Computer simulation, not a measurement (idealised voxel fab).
process module | voxel released beams
cross-section cut | 185 nm wide | cells 5 nm
A cross-section is a grid of square cells, given in bands from the top down. A band is one or more rows of cells.
Each band's line starts with the height of the band's top and of its bottom, in nm. Then come its materials from left to right, each with its width in nm. One material with "throughout" fills the band from edge to edge. "air" is empty space.
Height 0 is the level under which the wafer as received is all one material. The lowest band goes on downwards, as in "0 down".
A width such as "30 to 40" changes by the same amount from each row of cells to the next, from the band's top row to its bottom row.
"no change" after a step means that no cell of the cross-section changed.
closed voids: empty space of 8 cells or more with no open way to the top, each as width x height at its distance from the left edge, in nm
after a step's settings: what the simulator itself notes on the step
overlay nm, on a step with a mask: how far to the right of its planned place the mask lay; to the left if negative
Each pair below shows a cross-section before one step and the cross-section after it, down to the lowest band that changed. The line under each pair gives the step between them, with its settings. The pairs can come from different runs of this module on the same starting wafer, so a pair continues from the pair above only where its "before" says so.
before
  0 down: Si throughout
  closed voids: none
after
  5 to 0: SiN throughout
  below 0: unchanged
  closed voids: none
the step between: op CONFORMAL_DEP | material SiN | thk nm 5
before: the cross-section after the pair above
after
  15 to 5: SiO2 throughout
  below 5: unchanged
  closed voids: none
the step between: op DIRECTIONAL_DEP | material SiO2 | thk nm 10
before: the cross-section after the pair above
after
  15 to 5: SiO2 35 | air 45 | SiO2 105
  below 5: unchanged
  closed voids: none
the step between: op MASKED_ETCH | tone open | mask id ANCHOR | width nm 45 | etch materials SiO2 | depth nm 10 | overlay nm 0
before: the cross-section after the pair above
after
  30 to 20: TiN 50 | air 15 | TiN 120
  20 to 15: TiN throughout
  15 to 5: SiO2 35 | TiN 45 | SiO2 105
  below 5: unchanged
  closed voids: none
the step between: op CONFORMAL_DEP | material TiN | thk nm 15
before: the cross-section after the pair above
after
  45 to 35: aC 50 | air 15 | aC 120
  35 to 30: aC throughout
  30 to 20: TiN 50 | aC 15 | TiN 120
  below 20: unchanged
  closed voids: none
the step between: op DIRECTIONAL_DEP | material aC | thk nm 15
before: the cross-section after the pair above
after
  75 to 45: air 30 | resist 120 | air 35
  45 to 35: aC 50 | resist 15 | aC 120
  below 35: unchanged
  closed voids: none
the step between: op PATTERN | tone cover | mask id BEAM | material resist | width nm 120 | thk nm 30 | overlay nm 0
before: the cross-section after the pair above
after
  60 to 45: air 30 | resist 120 | air 35
  45 to 35: air 30 | aC 20 | resist 15 | aC 85 | air 35
  35 to 30: air 30 | aC 120 | air 35
  below 30: unchanged
  closed voids: none
the step between: op DIRECTIONAL_ETCH | etch materials aC | depth nm 15
before: the cross-section after the pair above
after
  45 to 35: air 30 | aC 20 | air 15 | aC 85 | air 35
  below 35: unchanged
  closed voids: none
the step between: op STRIP | etch materials resist
before: the cross-section after the pair above
after
  45 to 35: air 30 | aC 20 | air 15 | aC 85 | air 35
  35 to 30: air 30 | aC 120 | air 35
  30 to 20: air 30 | TiN 20 | aC 15 | TiN 85 | air 35
  20 to 15: air 30 | TiN 120 | air 35
  below 15: unchanged
  closed voids: none
the step between: op DIRECTIONAL_ETCH | etch materials TiN | depth nm 15
before: the cross-section after the pair above
after
  30 to 20: air 30 | TiN 20 | air 15 | TiN 85 | air 35
  below 20: unchanged
  closed voids: none
the step between: op STRIP | etch materials aC
before: the cross-section after the pair above
after
  30 to 20: air 30 | TiN 20 | air 15 | TiN 85 | air 35
  20 to 15: air 30 | TiN 120 | air 35
  15 to 5: air 35 | TiN 45 | air 105
  below 5: unchanged
  closed voids: none
the step between: op STRIP | etch materials SiO2
before
  5 to 0: SiN throughout
  0 down: Si throughout
  closed voids: none
after
  20 to 5: TiN throughout
  below 5: unchanged
  closed voids: none
the step between: op CONFORMAL_DEP | material TiN | thk nm 15
before: the cross-section after the pair above
after
  35 to 20: aC throughout
  below 20: unchanged
  closed voids: none
the step between: op DIRECTIONAL_DEP | material aC | thk nm 15
before: the cross-section after the pair above
after
  65 to 35: air 30 | resist 120 | air 35
  below 35: unchanged
  closed voids: none
the step between: op PATTERN | tone cover | mask id BEAM | material resist | width nm 120 | thk nm 30 | overlay nm 0
before: the cross-section after the pair above
after
  50 to 35: air 30 | resist 120 | air 35
  35 to 20: air 30 | aC 120 | air 35
  below 20: unchanged
  closed voids: none
the step between: op DIRECTIONAL_ETCH | etch materials aC | depth nm 15
before: the cross-section after the pair above
after
  35 to 20: air 30 | aC 120 | air 35
  below 20: unchanged
  closed voids: none
the step between: op STRIP | etch materials resist
before: the cross-section after the pair above
after
  35 to 20: air 30 | aC 120 | air 35
  20 to 5: air 30 | TiN 120 | air 35
  below 5: unchanged
  closed voids: none
the step between: op DIRECTIONAL_ETCH | etch materials TiN | depth nm 15
before: the cross-section after the pair above
after
  20 to 5: air 30 | TiN 120 | air 35
  below 5: unchanged
  closed voids: none
the step between: op STRIP | etch materials aC
before
  30 to 20: TiN 50 | air 15 | TiN 120
  20 to 15: TiN throughout
  15 to 5: SiO2 35 | TiN 45 | SiO2 105
  5 to 0: SiN throughout
  0 down: Si throughout
  closed voids: none
after
  45 to 15: TiN throughout
  below 15: unchanged
  closed voids: none
the step between: op CONFORMAL_DEP | material TiN | thk nm 15
before: the cross-section after the pair above
after
  60 to 45: aC throughout
  below 45: unchanged
  closed voids: none
the step between: op DIRECTIONAL_DEP | material aC | thk nm 15
before: the cross-section after the pair above
after
  90 to 60: air 30 | resist 120 | air 35
  below 60: unchanged
  closed voids: none
the step between: op PATTERN | tone cover | mask id BEAM | material resist | width nm 120 | thk nm 30 | overlay nm 0
before: the cross-section after the pair above
after
  75 to 60: air 30 | resist 120 | air 35
  60 to 45: air 30 | aC 120 | air 35
  below 45: unchanged
  closed voids: none
the step between: op DIRECTIONAL_ETCH | etch materials aC | depth nm 15
before: the cross-section after the pair above
after
  60 to 45: air 30 | aC 120 | air 35
  below 45: unchanged
  closed voids: none
the step between: op STRIP | etch materials resist
before: the cross-section after the pair above
after
  60 to 45: air 30 | aC 120 | air 35
  45 to 30: air 30 | TiN 120 | air 35
  below 30: unchanged
  closed voids: none
the step between: op DIRECTIONAL_ETCH | etch materials TiN | depth nm 15
before: the cross-section after the pair above
after
  45 to 30: air 30 | TiN 120 | air 35
  below 30: unchanged
  closed voids: none
the step between: op STRIP | etch materials aC
before
  0 down: Si throughout
  closed voids: none
after
  10 to 0: SiO2 throughout
  below 0: unchanged
  closed voids: none
the step between: op DIRECTIONAL_DEP | material SiO2 | thk nm 10
before: the cross-section after the pair above
after
  15 to 10: SiN throughout
  below 10: unchanged
  closed voids: none
the step between: op CONFORMAL_DEP | material SiN | thk nm 5
before: the cross-section after the pair above
after
  30 to 15: TiN throughout
  below 15: unchanged
  closed voids: none
the step between: op CONFORMAL_DEP | material TiN | thk nm 15
before: the cross-section after the pair above
after
  45 to 30: aC throughout
  below 30: unchanged
  closed voids: none
the step between: op DIRECTIONAL_DEP | material aC | thk nm 15
before: the cross-section after the pair above
after
  75 to 45: air 30 | resist 120 | air 35
  below 45: unchanged
  closed voids: none
the step between: op PATTERN | tone cover | mask id BEAM | material resist | width nm 120 | thk nm 30 | overlay nm 0
before: the cross-section after the pair above
after
  60 to 45: air 30 | resist 120 | air 35
  45 to 30: air 30 | aC 120 | air 35
  below 30: unchanged
  closed voids: none
the step between: op DIRECTIONAL_ETCH | etch materials aC | depth nm 15
before: the cross-section after the pair above
after
  45 to 30: air 30 | aC 120 | air 35
  below 30: unchanged
  closed voids: none
the step between: op STRIP | etch materials resist
before: the cross-section after the pair above
after
  45 to 30: air 30 | aC 120 | air 35
  30 to 15: air 30 | TiN 120 | air 35
  below 15: unchanged
  closed voids: none
the step between: op DIRECTIONAL_ETCH | etch materials TiN | depth nm 15
before: the cross-section after the pair above
after
  30 to 15: air 30 | TiN 120 | air 35
  below 15: unchanged
  closed voids: none
the step between: op STRIP | etch materials aC
before
  45 to 35: air 30 | aC 20 | air 15 | aC 85 | air 35
  35 to 30: air 30 | aC 120 | air 35
  30 to 20: TiN 50 | aC 15 | TiN 120
  20 to 15: TiN throughout
  15 to 5: SiO2 35 | TiN 45 | SiO2 105
  5 to 0: SiN throughout
  0 down: Si throughout
  closed voids: none
after
  45 to 35: air 30 | aC 20 | air 15 | aC 85 | air 35
  35 to 30: air 30 | aC 120 | air 35
  30 to 25: air 30 | TiN 20 | aC 15 | TiN 85 | air 35
  below 25: unchanged
  closed voids: none
the step between: op DIRECTIONAL_ETCH | etch materials TiN | depth nm 5
before: the cross-section after the pair above
after
  30 to 25: air 30 | TiN 20 | air 15 | TiN 85 | air 35
  25 to 20: TiN 50 | air 15 | TiN 120
  below 20: unchanged
  closed voids: none
the step between: op STRIP | etch materials aC
before
  15 to 5: SiO2 throughout
  5 to 0: SiN throughout
  0 down: Si throughout
  closed voids: none
after
  15 to 5: SiO2 35 | air 50 | SiO2 100
  below 5: unchanged
  closed voids: none
the step between: op MASKED_ETCH | tone open | mask id ANCHOR | width nm 50 | etch materials SiO2 | depth nm 10 | overlay nm 0
before: the cross-section after the pair above
after
  30 to 20: TiN 50 | air 20 | TiN 115
  20 to 15: TiN throughout
  15 to 5: SiO2 35 | TiN 50 | SiO2 100
  below 5: unchanged
  closed voids: none
the step between: op CONFORMAL_DEP | material TiN | thk nm 15
before: the cross-section after the pair above
after
  45 to 35: aC 50 | air 20 | aC 115
  35 to 30: aC throughout
  30 to 20: TiN 50 | aC 20 | TiN 115
  below 20: unchanged
  closed voids: none
the step between: op DIRECTIONAL_DEP | material aC | thk nm 15
before: the cross-section after the pair above
after
  75 to 45: air 30 | resist 120 | air 35
  45 to 35: aC 50 | resist 20 | aC 115
  below 35: unchanged
  closed voids: none
the step between: op PATTERN | tone cover | mask id BEAM | material resist | width nm 120 | thk nm 30 | overlay nm 0
before: the cross-section after the pair above
after
  60 to 45: air 30 | resist 120 | air 35
  45 to 35: air 30 | aC 20 | resist 20 | aC 80 | air 35
  35 to 30: air 30 | aC 120 | air 35
  below 30: unchanged
  closed voids: none
the step between: op DIRECTIONAL_ETCH | etch materials aC | depth nm 15
before: the cross-section after the pair above
after
  45 to 35: air 30 | aC 20 | air 20 | aC 80 | air 35
  below 35: unchanged
  closed voids: none
the step between: op STRIP | etch materials resist
before: the cross-section after the pair above
after
  45 to 35: air 30 | aC 20 | air 20 | aC 80 | air 35
  35 to 30: air 30 | aC 120 | air 35
  30 to 20: air 30 | TiN 20 | aC 20 | TiN 80 | air 35
  20 to 15: air 30 | TiN 120 | air 35
  below 15: unchanged
  closed voids: none
the step between: op DIRECTIONAL_ETCH | etch materials TiN | depth nm 15
before: the cross-section after the pair above
after
  30 to 20: air 30 | TiN 20 | air 20 | TiN 80 | air 35
  below 20: unchanged
  closed voids: none
the step between: op STRIP | etch materials aC
before: the cross-section after the pair above
after
  30 to 20: air 30 | TiN 20 | air 20 | TiN 80 | air 35
  20 to 15: air 30 | TiN 120 | air 35
  15 to 5: air 35 | TiN 50 | air 100
  below 5: unchanged
  closed voids: none
the step between: op STRIP | etch materials SiO2
before
  45 to 35: aC 50 | air 15 | aC 120
  35 to 30: aC throughout
  30 to 20: TiN 50 | aC 15 | TiN 120
  20 to 15: TiN throughout
  15 to 5: SiO2 35 | TiN 45 | SiO2 105
  5 to 0: SiN throughout
  0 down: Si throughout
  closed voids: none
after
  75 to 45: air 20 | resist 120 | air 45
  45 to 35: aC 50 | resist 15 | aC 120
  below 35: unchanged
  closed voids: none
the step between: op PATTERN | tone cover | mask id BEAM | material resist | width nm 120 | thk nm 30 | overlay nm -10
before: the cross-section after the pair above
after
  60 to 45: air 20 | resist 120 | air 45
  45 to 35: air 20 | aC 30 | resist 15 | aC 75 | air 45
  35 to 30: air 20 | aC 120 | air 45
  below 30: unchanged
  closed voids: none
the step between: op DIRECTIONAL_ETCH | etch materials aC | depth nm 15
before: the cross-section after the pair above
after
  45 to 35: air 20 | aC 30 | air 15 | aC 75 | air 45
  below 35: unchanged
  closed voids: none
the step between: op STRIP | etch materials resist
before: the cross-section after the pair above
after
  45 to 35: air 20 | aC 30 | air 15 | aC 75 | air 45
  35 to 30: air 20 | aC 120 | air 45
  30 to 20: air 20 | TiN 30 | aC 15 | TiN 75 | air 45
  20 to 15: air 20 | TiN 120 | air 45
  below 15: unchanged
  closed voids: none
the step between: op DIRECTIONAL_ETCH | etch materials TiN | depth nm 15
before: the cross-section after the pair above
after
  30 to 20: air 20 | TiN 30 | air 15 | TiN 75 | air 45
  below 20: unchanged
  closed voids: none
the step between: op STRIP | etch materials aC
before: the cross-section after the pair above
after
  30 to 20: air 20 | TiN 30 | air 15 | TiN 75 | air 45
  20 to 15: air 20 | TiN 120 | air 45
  15 to 5: air 35 | TiN 45 | air 105
  below 5: unchanged
  closed voids: none
the step between: op STRIP | etch materials SiO2
before
  15 to 5: SiO2 35 | air 45 | SiO2 105
  5 to 0: SiN throughout
  0 down: Si throughout
  closed voids: none
after
  30 to 20: SiN 50 | air 15 | SiN 120
  20 to 15: SiN throughout
  15 to 5: SiO2 35 | SiN 45 | SiO2 105
  below 5: unchanged
  closed voids: none
the step between: op CONFORMAL_DEP | material SiN | thk nm 15
before: the cross-section after the pair above
after
  45 to 35: aC 50 | air 15 | aC 120
  35 to 30: aC throughout
  30 to 20: SiN 50 | aC 15 | SiN 120
  below 20: unchanged
  closed voids: none
the step between: op DIRECTIONAL_DEP | material aC | thk nm 15
before: the cross-section after the pair above
after
  75 to 45: air 30 | resist 120 | air 35
  45 to 35: aC 50 | resist 15 | aC 120
  below 35: unchanged
  closed voids: none
the step between: op PATTERN | tone cover | mask id BEAM | material resist | width nm 120 | thk nm 30 | overlay nm 0
before: the cross-section after the pair above
after
  60 to 45: air 30 | resist 120 | air 35
  45 to 35: air 30 | aC 20 | resist 15 | aC 85 | air 35
  35 to 30: air 30 | aC 120 | air 35
  below 30: unchanged
  closed voids: none
the step between: op DIRECTIONAL_ETCH | etch materials aC | depth nm 15
before: the cross-section after the pair above
after
  45 to 35: air 30 | aC 20 | air 15 | aC 85 | air 35
  below 35: unchanged
  closed voids: none
the step between: op STRIP | etch materials resist
before: the cross-section after the pair above
after
  30 to 20: SiN 50 | air 15 | SiN 120
  below 20: unchanged
  closed voids: none
the step between: op STRIP | etch materials aC
before
  15 to 5: SiO2 throughout
  5 to 0: SiN throughout
  0 down: Si throughout
  closed voids: none
after
  15 to 5: air 35 | SiO2 45 | air 105
  below 5: unchanged
  closed voids: none
the step between: op MASKED_ETCH | tone cover | mask id ANCHOR | width nm 45 | etch materials SiO2 | depth nm 10 | overlay nm 0
before: the cross-section after the pair above
after
  30 to 20: air 20 | TiN 75 | air 90
  20 to 15: TiN throughout
  15 to 5: TiN 35 | SiO2 45 | TiN 105
  below 5: unchanged
  closed voids: none
the step between: op CONFORMAL_DEP | material TiN | thk nm 15
before: the cross-section after the pair above
after
  45 to 35: air 20 | aC 75 | air 90
  35 to 30: aC throughout
  30 to 20: aC 20 | TiN 75 | aC 90
  below 20: unchanged
  closed voids: none
the step between: op DIRECTIONAL_DEP | material aC | thk nm 15
before: the cross-section after the pair above
after
  75 to 45: air 30 | resist 120 | air 35
  45 to 35: air 20 | aC 75 | resist 55 | air 35
  below 35: unchanged
  closed voids: none
the step between: op PATTERN | tone cover | mask id BEAM | material resist | width nm 120 | thk nm 30 | overlay nm 0
before: the cross-section after the pair above
after
  60 to 45: air 30 | resist 120 | air 35
  45 to 35: air 30 | aC 65 | resist 55 | air 35
  35 to 30: air 30 | aC 120 | air 35
  30 to 20: air 20 | TiN 75 | aC 55 | air 35
  below 20: unchanged
  closed voids: none
the step between: op DIRECTIONAL_ETCH | etch materials aC | depth nm 15
before: the cross-section after the pair above
after
  45 to 35: air 30 | aC 65 | air 90
  below 35: unchanged
  closed voids: none
the step between: op STRIP | etch materials resist
before: the cross-section after the pair above
after
  45 to 35: air 30 | aC 65 | air 90
  35 to 30: air 30 | aC 120 | air 35
  30 to 20: air 30 | TiN 65 | aC 55 | air 35
  20 to 15: air 30 | TiN 120 | air 35
  15 to 5: air 20 | TiN 15 | SiO2 45 | TiN 70 | air 35
  below 5: unchanged
  closed voids: none
the step between: op DIRECTIONAL_ETCH | etch materials TiN | depth nm 15
before: the cross-section after the pair above
after
  30 to 20: air 30 | TiN 65 | air 90
  below 20: unchanged
  closed voids: none
the step between: op STRIP | etch materials aC
